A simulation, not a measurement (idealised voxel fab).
process module | voxel fin reveal
cross-section cut | 295 nm wide | cells 5 nm
A cross-section is a grid of square cells, given in bands from the top down. A band is one or more rows of cells.
Each band's line starts with the height of the band's top and of its bottom, in nm. Then come its materials from left to right, each with its width in nm. One material with "throughout" fills the band from edge to edge. "air" is empty space.
Height 0 is the level under which the wafer as received is all one material. The lowest band goes on downwards, as in "0 down".
A width such as "30 to 40" changes by the same amount from each row of cells to the next, from the band's top row to its bottom row.
"no change" after a step means that no cell of the cross-section changed.
closed voids: empty space of 8 cells or more with no open way to the top, each as width x height at its distance from the left edge, in nm
after a step's settings: what the simulator itself notes on the step
overlay nm, on a step with a mask: how far to the right of its planned place the mask lay; to the left if negative
plan
1 op RECEIVE | material Si
2 op CONFORMAL_DEP | material SiN | thk nm 10
3 op DIRECTIONAL_DEP | material aC | thk nm 10
4 op PATTERN | tone cover | mask id FINS | material resist | width nm 15 | pitch nm 45 | thk nm 30 | overlay nm 0
5 op DIRECTIONAL_ETCH | etch materials aC | depth nm 10
6 op STRIP | etch materials resist
7 op DIRECTIONAL_ETCH | etch materials SiN | depth nm 10
8 op DIRECTIONAL_ETCH | etch materials Si | depth nm 40
9 op STRIP | etch materials aC
10 op FILL_DEP | material SiO2 | thk nm 5
11 op CMP | height nm 10
12 op SELECTIVE_ETCH | etch materials SiO2 | depth nm 25
13 op STRIP | etch materials SiN
as received, after step 1
  0 down: Si throughout
  closed voids: none
first wafer at the end, as planned
  0 to -15: air 70 | Si 15 | air 30 | Si 15 | air 30 | Si 15 | air 30 | Si 15 | air 75
  -15 to -40: SiO2 70 | Si 15 | SiO2 30 | Si 15 | SiO2 30 | Si 15 | SiO2 30 | Si 15 | SiO2 75
  -40 down: Si throughout
  closed voids: none
second wafer at the end: like start, like plan, one mistake
  0 to -15: Si 70 | air 15 | Si 30 | air 15 | Si 30 | air 15 | Si 30 | air 15 | Si 75
  -15 to -40: Si 70 | SiO2 15 | Si 30 | SiO2 15 | Si 30 | SiO2 15 | Si 30 | SiO2 15 | Si 75
  -40 down: Si throughout
  closed voids: none
what went wrong: step 4 ran as: op PATTERN | tone open | mask id FINS | material resist | width nm 15 | pitch nm 45 | thk nm 30 | overlay nm 0
at the end the second wafer has, in cells: 280 more of Si | 175 fewer of SiO2
